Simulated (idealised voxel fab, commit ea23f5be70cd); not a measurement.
The name of this process module is voxel capacitor over wiring.
In the cross-section labelled cut, the width is 230 nm and each square cell is 5 nm.
A cross-section in this document is a grid of square cells, and it is written down as bands, the top band listed before the ones below it; a band is made up of one or more rows of cells.
In this notation a band is specified by the heights of its top and bottom, in that order and in nm, after which its materials appear from left to right, each paired with its width in nm. The word "everywhere" attached to a single material means that material fills the band from edge to edge; the word "air" stands for empty space.
Beneath 0, the wafer as received is one material, and that level is where height counting begins. The lowest band goes on downward without a bottom; it is written like "0 and below".
A width given as "30..40" starts at the first number in the band's top row and ends at the second number in its bottom row, shifting by an equal amount at every step from row to row.
You'll sometimes find "same as before" written for a step, and that's the way of saying that nowhere in the cross-section did a cell change during that step.
Empty spaces counting at least 8 cells and having no open way to the top are listed in "Sealed void inventory". The notation width x height at distance is used for each, the distance being from the left edge and all three values in nm.
Step line, after settings: the simulator's comment on this step.
overlay nm: how far to the right of its planned place the mask lay on this masked step (negative: to the left).
Set out below are the planned steps of the process
1 RECEIVE [material Si]
2 CONFORMAL_DEP [material SiO2] [thk nm 10]
3 CONFORMAL_DEP [material SiCN] [thk nm 5]
4 DIRECTIONAL_DEP [material SiO2] [thk nm 20]
5 DIRECTIONAL_DEP [material aC] [thk nm 10]
6 PATTERN [tone open] [mask id METAL_1] [material resist] [width nm 25] [pitch nm 95] [thk nm 25] [overlay nm 0]
7 DIRECTIONAL_ETCH [etch materials aC] [depth nm 10]
8 STRIP [etch materials resist]
9 DIRECTIONAL_ETCH [etch materials SiO2] [depth nm 20]
10 DIRECTIONAL_ETCH [etch materials SiCN] [depth nm 5]
11 STRIP [etch materials aC]
12 CONFORMAL_DEP [material TiN] [thk nm 5]
13 FILL_DEP [material Cu] [thk nm 10]
14 CMP [height nm 35]
15 CONFORMAL_DEP [material SiCN] [thk nm 5]
16 DIRECTIONAL_DEP [material SiO2] [thk nm 10]
17 PATTERN [tone open] [mask id PLUG_1] [material resist] [width nm 15] [thk nm 15] [overlay nm 0]
18 DIRECTIONAL_ETCH [etch materials SiO2] [depth nm 10]
19 DIRECTIONAL_ETCH [etch materials SiCN] [depth nm 5]
20 STRIP [etch materials resist]
21 CONFORMAL_DEP [material TiN] [thk nm 5]
22 FILL_DEP [material Cu] [thk nm 10]
23 CMP [height nm 50]
24 DIRECTIONAL_DEP [material TiN] [thk nm 5]
25 DIRECTIONAL_DEP [material SiN] [thk nm 5]
26 DIRECTIONAL_DEP [material TiN] [thk nm 5]
27 MASKED_ETCH [tone cover] [mask id UPPER_PLATE] [width nm 75] [etch materials TiN] [depth nm 5] [overlay nm 0]
28 MASKED_ETCH [tone cover] [mask id UPPER_PLATE] [width nm 75] [etch materials SiN] [depth nm 5] [overlay nm 0]
29 DIRECTIONAL_DEP [material aC] [thk nm 10]
30 PATTERN [tone cover] [mask id LOWER_PLATE] [material resist] [width nm 85] [thk nm 25] [overlay nm 0]
31 DIRECTIONAL_ETCH [etch materials aC] [depth nm 10]
32 STRIP [etch materials resist]
33 DIRECTIONAL_ETCH [etch materials TiN] [depth nm 5]
34 STRIP [etch materials aC]
35 FILL_DEP [material SiO2] [thk nm 15]
36 CMP [height nm 75]
37 DIRECTIONAL_DEP [material aC] [thk nm 15]
38 PATTERN [tone open] [mask id PLUG_2] [material resist] [width nm 15] [thk nm 30] [overlay nm 0]
39 DIRECTIONAL_ETCH [etch materials aC] [depth nm 15]
40 STRIP [etch materials resist]
41 DIRECTIONAL_ETCH [etch materials SiO2] [depth nm 10]
42 STRIP [etch materials aC]
43 CONFORMAL_DEP [material TiN] [thk nm 5]
44 FILL_DEP [material W] [thk nm 10]
45 CMP [height nm 75]
46 CONFORMAL_DEP [material SiN] [thk nm 5]
Cross-section of the incoming wafer, state after step 1
	0 and below | Si everywhere
	Sealed void inventory: none
Look at the cross-section after the module: the wafer started out the way shown above and the plan was the one shown above, yet one mistake was made along the way
	80 down to 75 | SiN everywhere
	75 down to 70 | W (70), TiN (5), SiO2 (15), TiN (5), W (135)
	70 down to 65 | TiN (75), SiO2 (15), TiN (140)
	65 down to 60 | SiO2 (65), TiN (75), SiO2 (90)
	60 down to 55 | SiO2 (65), SiN (75), SiO2 (90)
	55 down to 50 | SiO2 (60), TiN (85), SiO2 (85)
	50 down to 40 | SiO2 (65), TiN (5), Cu (5), TiN (5), SiO2 (150)
	40 down to 35 | SiCN (65), TiN (15), SiCN (150)
	35 down to 15 | SiO2 (55), TiN (5), Cu (15), TiN (5), SiO2 (70), TiN (5), Cu (15), TiN (5), SiO2 (55)
	15 down to 10 | SiCN (55), TiN (25), SiCN (70), TiN (25), SiCN (55)
	10 down to 0 | SiO2 everywhere
	0 and below | Si everywhere
	Sealed void inventory: none
Short version of what went wrong: for step 38, the planned setting was not used; the step was instead run as PATTERN [tone cover] [mask id PLUG_2] [material resist] [width nm 15] [thk nm 30] [overlay nm 0]
